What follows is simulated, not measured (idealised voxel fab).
process module | voxel transistor to metal
Displayed cross-section: cut, width of 170 nm, square cells sized 5 nm.
The cross-sections in this document take the form of a grid made of square cells. They are written out as bands, in order from top to bottom. Each band consists of one or more rows of cells.
Quick guide to a band line: top height, bottom height (nm) up front; then every material left to right with its width in nm. Only one material and it's marked "edge to edge"? Then it fills the band edge to edge. And "blank" just means empty space.
Height is counted from the level 0, under which the received wafer is composed throughout of one material. The lowest of the bands is not closed at the bottom but continues downward, in the notation "z 0 and below".
Think of "30..40" as a width that walks from the first number to the second as you go down the band, top row to bottom row, taking equal-sized steps from row to row.
"changes: none" for a step: no cell of the cross-section changed in that step.
"Encapsulated voids": sealed empty spaces, 8 cells or more, no open way to top, listed width x height at distance, with distance from the left edge and width, height and distance in nm.
Anything after a step's settings on that line? It's the simulator's own note about the step.
If you see "overlay nm" on a step's line and that step has a mask, it's telling you how far right of where it was planned the mask ended up; a negative number means it went left instead.
The following list gives the planned process steps
1 op RECEIVE | material Si
2 op CONFORMAL_DEP | material SiO2 | thk nm 5
3 op CONFORMAL_DEP | material SiN | thk nm 15
4 op DIRECTIONAL_DEP | material aC | thk nm 15
5 op PATTERN | tone cover | mask id ACTIVE | material resist | width nm 125 | thk nm 30 | overlay nm 0
6 op DIRECTIONAL_ETCH | etch materials aC | depth nm 15
7 op STRIP | etch materials resist
8 op DIRECTIONAL_ETCH | etch materials SiN | depth nm 15
9 op DIRECTIONAL_ETCH | etch materials SiO2 | depth nm 5
10 op DIRECTIONAL_ETCH | etch materials Si | depth nm 30
11 op STRIP | etch materials aC
12 op FILL_DEP | material SiO2 | thk nm 5
13 op CMP | height nm 20
14 op SELECTIVE_ETCH | etch materials SiO2 | depth nm 10
15 op STRIP | etch materials SiN
16 op SELECTIVE_ETCH | etch materials SiO2 | depth nm 5
17 op OXIDIZE | depth nm 5
18 op DIRECTIONAL_DEP | material polySi | thk nm 30
19 op DIRECTIONAL_DEP | material SiCN | thk nm 10
20 op PATTERN | tone cover | mask id GATE | material resist | width nm 25 | thk nm 20 | overlay nm 0
21 op DIRECTIONAL_ETCH | etch materials SiCN | depth nm 20
22 op DIRECTIONAL_ETCH | etch materials polySi | depth nm 40
23 op STRIP | etch materials resist
24 op CONFORMAL_DEP | material SiO2 | thk nm 5
25 op DIRECTIONAL_ETCH | etch materials SiO2 | depth nm 5
26 op CONFORMAL_DEP | material SiN | thk nm 5
27 op DIRECTIONAL_ETCH | etch materials SiN | depth nm 5
28 op DIRECTIONAL_ETCH | etch materials SiO2 | depth nm 5
29 op DIRECTIONAL_ETCH | etch materials Si | depth nm 15
30 op EPI | material SiGe | thk nm 20
31 op FILL_DEP | material SiO2 | thk nm 5
32 op CMP | height nm 30
33 op STRIP | etch materials polySi
34 op SELECTIVE_ETCH | etch materials SiO2 | depth nm 5
35 op CONFORMAL_DEP | material HfO2 | thk nm 5
36 op CONFORMAL_DEP | material TiN | thk nm 5
37 op FILL_DEP | material W | thk nm 5
38 op CMP | height nm 25
39 op DIRECTIONAL_DEP | material SiO2 | thk nm 10
40 op PATTERN | tone open | mask id CONTACT | material resist | width nm 20 | pitch nm 85 | thk nm 20 | overlay nm 0
41 op DIRECTIONAL_ETCH | etch materials SiO2 | depth nm 20
42 op STRIP | etch materials resist
43 op CONFORMAL_DEP | material TiN | thk nm 5
44 op FILL_DEP | material W | thk nm 10
45 op CMP | height nm 35
46 op CONFORMAL_DEP | material SiCN | thk nm 5
47 op DIRECTIONAL_DEP | material lowk | thk nm 15
48 op DIRECTIONAL_DEP | material aC | thk nm 10
49 op PATTERN | tone open | mask id METAL_1 | material resist | width nm 20 | pitch nm 85 | thk nm 30 | overlay nm 0
50 op DIRECTIONAL_ETCH | etch materials aC | depth nm 10
51 op STRIP | etch materials resist
52 op DIRECTIONAL_ETCH | etch materials lowk | depth nm 15
53 op DIRECTIONAL_ETCH | etch materials SiCN | depth nm 5
54 op STRIP | etch materials aC
55 op CONFORMAL_DEP | material TiN | thk nm 5
56 op FILL_DEP | material Cu | thk nm 5
57 op CMP | height nm 55
58 op EPI | material Ru | thk nm 5
59 op FILL_DEP | material SiCN | thk nm 5
60 op DIRECTIONAL_DEP | material SiO2 | thk nm 25
61 op DIRECTIONAL_DEP | material aC | thk nm 10
62 op PATTERN | tone open | mask id METAL_2_HOLES | material resist | width nm 15 | pitch nm 85 | thk nm 30 | overlay nm 0
63 op DIRECTIONAL_ETCH | etch materials aC | depth nm 10
64 op STRIP | etch materials resist
65 op DIRECTIONAL_ETCH | etch materials SiO2 | depth nm 25
66 op STRIP | etch materials aC
67 op PATTERN | tone open | mask id METAL_2 | material resist | width nm 20 | pitch nm 85 | thk nm 15 | overlay nm 0
68 op DIRECTIONAL_ETCH | etch materials SiO2 | depth nm 15
69 op DIRECTIONAL_ETCH | etch materials SiCN | depth nm 5
70 op STRIP | etch materials resist
71 op CONFORMAL_DEP | material TiN | thk nm 5
72 op FILL_DEP | material Cu | thk nm 10
73 op CMP | height nm 90
74 op CONFORMAL_DEP | material SiN | thk nm 5
Cross-sectional view of the wafer in its as-received condition, corresponding to the state after step 1
    z 0 and below: Si edge to edge
    Encapsulated voids: none
As-planned run: cross-section of the first of two wafers at end of module
    z 95 to 90: SiN edge to edge
    z 90 to 80: SiO2: 30 | TiN: 5 | Cu: 10 | TiN: 5 | SiO2: 65 | TiN: 5 | Cu: 10 | TiN: 5 | SiO2: 35
    z 80 to 75: SiO2: 30 | TiN: 5 | Cu: 5 | TiN: 10 | SiO2: 65 | TiN: 5 | Cu: 5 | TiN: 10 | SiO2: 35
    z 75 to 65: SiO2: 30 | TiN: 5 | Cu: 5 | TiN: 5 | SiO2: 70 | TiN: 5 | Cu: 5 | TiN: 5 | SiO2: 40
    z 65 to 60: SiCN: 30 | TiN: 15 | SiCN: 70 | TiN: 15 | SiCN: 40
    z 60 to 55: SiCN: 25 | Ru: 30 | SiCN: 55 | Ru: 30 | SiCN: 30
    z 55 to 40: lowk: 30 | TiN: 5 | Cu: 10 | TiN: 5 | lowk: 65 | TiN: 5 | Cu: 10 | TiN: 5 | lowk: 35
    z 40 to 35: SiCN: 30 | TiN: 20 | SiCN: 65 | TiN: 20 | SiCN: 35
    z 35 to 25: SiO2: 30 | TiN: 5 | W: 10 | TiN: 5 | SiO2: 65 | TiN: 5 | W: 10 | TiN: 5 | SiO2: 35
    z 25 to 20: SiO2: 30 | TiN: 5 | W: 10 | TiN: 5 | SiO2: 10 | SiN: 5 | HfO2: 5 | TiN: 5 | W: 15 | TiN: 5 | HfO2: 5 | SiN: 5 | SiO2: 10 | TiN: 5 | W: 10 | TiN: 5 | SiO2: 35
    z 20 to 15: SiO2: 30 | TiN: 20 | SiO2: 10 | SiN: 5 | HfO2: 5 | TiN: 5 | W: 15 | TiN: 5 | HfO2: 5 | SiN: 5 | SiO2: 10 | TiN: 20 | SiO2: 35
    z 15 to 5: SiO2: 15 | SiGe: 45 | SiN: 5 | HfO2: 5 | TiN: 5 | W: 15 | TiN: 5 | HfO2: 5 | SiN: 5 | SiGe: 45 | SiO2: 20
    z 5 to 0: SiO2: 15 | SiGe: 5 | SiN: 5 | SiGe: 35 | SiN: 5 | HfO2: 5 | TiN: 25 | HfO2: 5 | SiN: 5 | SiGe: 35 | SiN: 5 | SiGe: 5 | SiO2: 20
    z 0 to -5: SiO2: 25 | SiGe: 35 | SiO2: 5 | HfO2: 35 | SiO2: 5 | SiGe: 35 | SiO2: 30
    z -5 to -20: SiO2: 20 | Si: 5 | SiGe: 35 | Si: 45 | SiGe: 35 | Si: 5 | SiO2: 25
    z -20 to -30: SiO2: 20 | Si: 125 | SiO2: 25
    z -30 and below: Si edge to edge
    Encapsulated voids: none
Cross-sectional image of the second wafer of the two following completion of the module. Starting state and process plan were the same as for the first wafer; one execution error occurred
    z 95 to 90: SiN edge to edge
    z 90 to 80: SiO2: 30 | TiN: 5 | Cu: 10 | TiN: 5 | SiO2: 65 | TiN: 5 | Cu: 10 | TiN: 5 | SiO2: 35
    z 80 to 75: SiO2: 30 | TiN: 5 | Cu: 5 | TiN: 10 | SiO2: 65 | TiN: 5 | Cu: 5 | TiN: 10 | SiO2: 35
    z 75 to 65: SiO2: 30 | TiN: 5 | Cu: 5 | TiN: 5 | SiO2: 70 | TiN: 5 | Cu: 5 | TiN: 5 | SiO2: 40
    z 65 to 60: SiCN: 30 | TiN: 15 | SiCN: 70 | TiN: 15 | SiCN: 40
    z 60 to 55: SiCN: 25 | Ru: 30 | SiCN: 55 | Ru: 30 | SiCN: 30
    z 55 to 40: lowk: 30 | TiN: 5 | Cu: 10 | TiN: 5 | lowk: 65 | TiN: 5 | Cu: 10 | TiN: 5 | lowk: 35
    z 40 to 35: SiCN: 30 | TiN: 20 | SiCN: 65 | TiN: 20 | SiCN: 35
    z 35 to 30: SiO2: 30 | TiN: 5 | W: 10 | TiN: 5 | SiO2: 65 | TiN: 5 | W: 10 | TiN: 5 | SiO2: 35
    z 30 to 25: SiO2: 30 | TiN: 20 | SiO2: 65 | TiN: 20 | SiO2: 35
    z 25 to 15: W: 60 | SiN: 5 | HfO2: 5 | TiN: 5 | W: 15 | TiN: 5 | HfO2: 5 | SiN: 5 | W: 65
    z 15 to 5: W: 15 | SiGe: 45 | SiN: 5 | HfO2: 5 | TiN: 5 | W: 15 | TiN: 5 | HfO2: 5 | SiN: 5 | SiGe: 45 | W: 20
    z 5 to 0: W: 15 | SiGe: 5 | SiN: 5 | SiGe: 35 | SiN: 5 | HfO2: 5 | TiN: 25 | HfO2: 5 | SiN: 5 | SiGe: 35 | SiN: 5 | SiGe: 5 | W: 20
    z 0 to -5: SiO2: 25 | SiGe: 35 | SiO2: 5 | HfO2: 35 | SiO2: 5 | SiGe: 35 | SiO2: 30
    z -5 to -20: SiO2: 20 | Si: 5 | SiGe: 35 | Si: 45 | SiGe: 35 | Si: 5 | SiO2: 25
    z -20 to -30: SiO2: 20 | Si: 125 | SiO2: 25
    z -30 and below: Si edge to edge
    Encapsulated voids: none
Processing error: step 31 ran with different settings than intended, the actual operation and settings being op FILL_DEP | material W | thk nm 5
End check, counted in cells, second wafer has more or fewer of these materials than the first: SiO2: 55 fewer, TiN: 8 fewer, W: 63 more
